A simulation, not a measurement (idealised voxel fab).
You're looking at the process module voxel released beams.
Section shown: cut. Width: 180 nm. Cell size: 5 nm, square.
If you're reading a cross-section in this doc, picture square cells in a grid; it comes to you as bands, top ones listed first down to the bottom, and a band can be one or more rows of cells.
Look at the band entry: it leads with the top's height and the bottom's height in nm. Then it lists the materials left to right, with a width in nm for each. The word "throughout" on a single material says that material fills the band edge to edge. The word "blank" is empty space.
Heights are reckoned from 0. Under this level, the received wafer is all of one material. The bottommost band is open-ended downward, for example "from 0 down".
Per-row width for "30 to 40": begins at first number (top row of band), ends at second number (bottom row), increment between rows held constant.
"no change occurred" means the step left every cell of the cross-section as it was.
The entry "Voids, fully enclosed" lists the empty spaces that cover at least 8 cells and have no open path to the top. Each is written as width x height at distance, where the distance is measured from the left edge and all three values are in nm.
If you see something after the settings on a step's line, that's the simulator's own remark about that step.
Among the settings permitted on a step's line is "overlay nm"; applied to a step with a mask, it specifies the extent to which the mask lay to the right of its planned position, whereas a negative figure signifies a position to the left.

Plan
step 1: RECEIVE,material Si
step 2: CONFORMAL_DEP,material SiN,thk nm 5
step 3: DIRECTIONAL_DEP,material SiO2,thk nm 15
step 4: DIRECTIONAL_DEP,material aC,thk nm 15
step 5: PATTERN,tone open,mask id ANCHOR,material resist,width nm 25,thk nm 30,overlay nm 0
step 6: DIRECTIONAL_ETCH,etch materials aC,depth nm 15
step 7: STRIP,etch materials resist
step 8: DIRECTIONAL_ETCH,etch materials SiO2,depth nm 15
step 9: STRIP,etch materials aC
step 10: CONFORMAL_DEP,material polySi,thk nm 10
step 11: DIRECTIONAL_DEP,material aC,thk nm 15
step 12: PATTERN,tone cover,mask id BEAM,material resist,width nm 110,thk nm 30,overlay nm 0
step 13: DIRECTIONAL_ETCH,etch materials aC,depth nm 15
step 14: STRIP,etch materials resist
step 15: DIRECTIONAL_ETCH,etch materials polySi,depth nm 10
step 16: STRIP,etch materials aC
step 17: STRIP,etch materials SiO2

First out of two wafers; run went to plan

So this is the incoming wafer in cross-section - it's already been through step 1
from 0 down | Si throughout
Voids, fully enclosed: none

The wafer in cross-section once step 2 is complete
from 5 to 0 | SiN throughout
Unchanged below 0.

The wafer in cross-section once step 3 is complete
from 20 to 5 | SiO2 throughout
Unchanged below 5.

The wafer in cross-section once step 4 is complete
from 35 to 20 | aC throughout
Unchanged below 20.

The wafer in cross-section once step 5 is complete
from 65 to 35 | resist 35 | blank 25 | resist 120
Unchanged below 35.

The wafer in cross-section once step 6 is complete
from 50 to 35 | resist 35 | blank 25 | resist 120
from 35 to 20 | aC 35 | blank 25 | aC 120
Unchanged below 20.

The wafer in cross-section once step 7 is complete
from 35 to 20 | aC 35 | blank 25 | aC 120
Unchanged below 20.

The wafer in cross-section once step 8 is complete
from 35 to 20 | aC 35 | blank 25 | aC 120
from 20 to 5 | SiO2 35 | blank 25 | SiO2 120
Unchanged below 5.

The wafer in cross-section once step 9 is complete
from 20 to 5 | SiO2 35 | blank 25 | SiO2 120
Unchanged below 5.

The wafer in cross-section once step 10 is complete
from 30 to 20 | polySi 45 | blank 5 | polySi 130
from 20 to 15 | SiO2 35 | polySi 10 | blank 5 | polySi 10 | SiO2 120
from 15 to 5 | SiO2 35 | polySi 25 | SiO2 120
Unchanged below 5.

The wafer in cross-section once step 11 is complete
from 45 to 30 | aC 45 | blank 5 | aC 130
from 30 to 20 | polySi 45 | aC 5 | polySi 130
from 20 to 15 | SiO2 35 | polySi 10 | aC 5 | polySi 10 | SiO2 120
Unchanged below 15.

The wafer in cross-section once step 12 is complete
from 75 to 45 | blank 30 | resist 110 | blank 40
from 45 to 30 | aC 45 | resist 5 | aC 130
Unchanged below 30.

The wafer in cross-section once step 13 is complete
from 60 to 45 | blank 30 | resist 110 | blank 40
from 45 to 30 | blank 30 | aC 15 | resist 5 | aC 90 | blank 40
Unchanged below 30.

The wafer in cross-section once step 14 is complete
from 45 to 30 | blank 30 | aC 15 | blank 5 | aC 90 | blank 40
Unchanged below 30.

The wafer in cross-section once step 15 is complete
from 45 to 30 | blank 30 | aC 15 | blank 5 | aC 90 | blank 40
from 30 to 20 | blank 30 | polySi 15 | aC 5 | polySi 90 | blank 40
Unchanged below 20.

The wafer in cross-section once step 16 is complete
from 30 to 20 | blank 30 | polySi 15 | blank 5 | polySi 90 | blank 40
from 20 to 15 | SiO2 35 | polySi 10 | blank 5 | polySi 10 | SiO2 120
Unchanged below 15.

The wafer in cross-section once step 17 is complete
from 30 to 20 | blank 30 | polySi 15 | blank 5 | polySi 90 | blank 40
from 20 to 15 | blank 35 | polySi 10 | blank 5 | polySi 10 | blank 120
from 15 to 5 | blank 35 | polySi 25 | blank 120
Unchanged below 5.

Notes, second wafer: start = first wafer's, plan = first wafer's, execution had one mistake; history identical to first through step 4

Second wafer, cross-section, planned end of step 5
from 65 to 35 | blank 35 | resist 25 | blank 120
Unchanged below 35.

Second wafer, cross-section, planned end of step 6
from 50 to 35 | blank 35 | resist 25 | blank 120
from 35 to 20 | blank 35 | aC 25 | blank 120
Unchanged below 20.

Second wafer, cross-section, planned end of step 7
from 35 to 20 | blank 35 | aC 25 | blank 120
Unchanged below 20.

Second wafer, cross-section, planned end of step 8
from 35 to 20 | blank 35 | aC 25 | blank 120
from 20 to 5 | blank 35 | SiO2 25 | blank 120
Unchanged below 5.

Second wafer, cross-section, planned end of step 9
from 20 to 5 | blank 35 | SiO2 25 | blank 120
Unchanged below 5.

Second wafer, cross-section, planned end of step 10
from 30 to 20 | blank 25 | polySi 45 | blank 110
from 20 to 15 | blank 25 | polySi 10 | SiO2 25 | polySi 10 | blank 110
from 15 to 5 | polySi 35 | SiO2 25 | polySi 120
Unchanged below 5.

Second wafer, cross-section, planned end of step 11
from 45 to 30 | blank 25 | aC 45 | blank 110
from 30 to 20 | aC 25 | polySi 45 | aC 110
from 20 to 15 | aC 25 | polySi 10 | SiO2 25 | polySi 10 | aC 110
Unchanged below 15.

Second wafer, cross-section, planned end of step 12
from 75 to 45 | blank 30 | resist 110 | blank 40
from 45 to 30 | blank 25 | aC 45 | resist 70 | blank 40
Unchanged below 30.

Second wafer, cross-section, planned end of step 13
from 60 to 45 | blank 30 | resist 110 | blank 40
from 45 to 30 | blank 30 | aC 40 | resist 70 | blank 40
from 30 to 20 | blank 25 | polySi 45 | aC 70 | blank 40
from 20 to 15 | blank 25 | polySi 10 | SiO2 25 | polySi 10 | aC 70 | blank 40
Unchanged below 15.

Second wafer, cross-section, planned end of step 14
from 45 to 30 | blank 30 | aC 40 | blank 110
Unchanged below 30.

Second wafer, cross-section, planned end of step 15
from 45 to 30 | blank 30 | aC 40 | blank 110
from 30 to 20 | blank 30 | polySi 40 | aC 70 | blank 40
from 20 to 15 | blank 25 | polySi 10 | SiO2 25 | polySi 10 | aC 70 | blank 40
from 15 to 5 | blank 25 | polySi 10 | SiO2 25 | polySi 80 | blank 40
Unchanged below 5.

Second wafer, cross-section, planned end of step 16
from 30 to 20 | blank 30 | polySi 40 | blank 110
from 20 to 15 | blank 25 | polySi 10 | SiO2 25 | polySi 10 | blank 110
Unchanged below 15.

Second wafer, cross-section, planned end of step 17: no change occurred
Error vs. plan: contrary to plan, step 5 was performed as PATTERN,tone cover,mask id ANCHOR,material resist,width nm 25,thk nm 30,overlay nm 0
The closing comparison, in cells, has the second wafer with more or fewer of some materials than the first: 15 more of SiO2
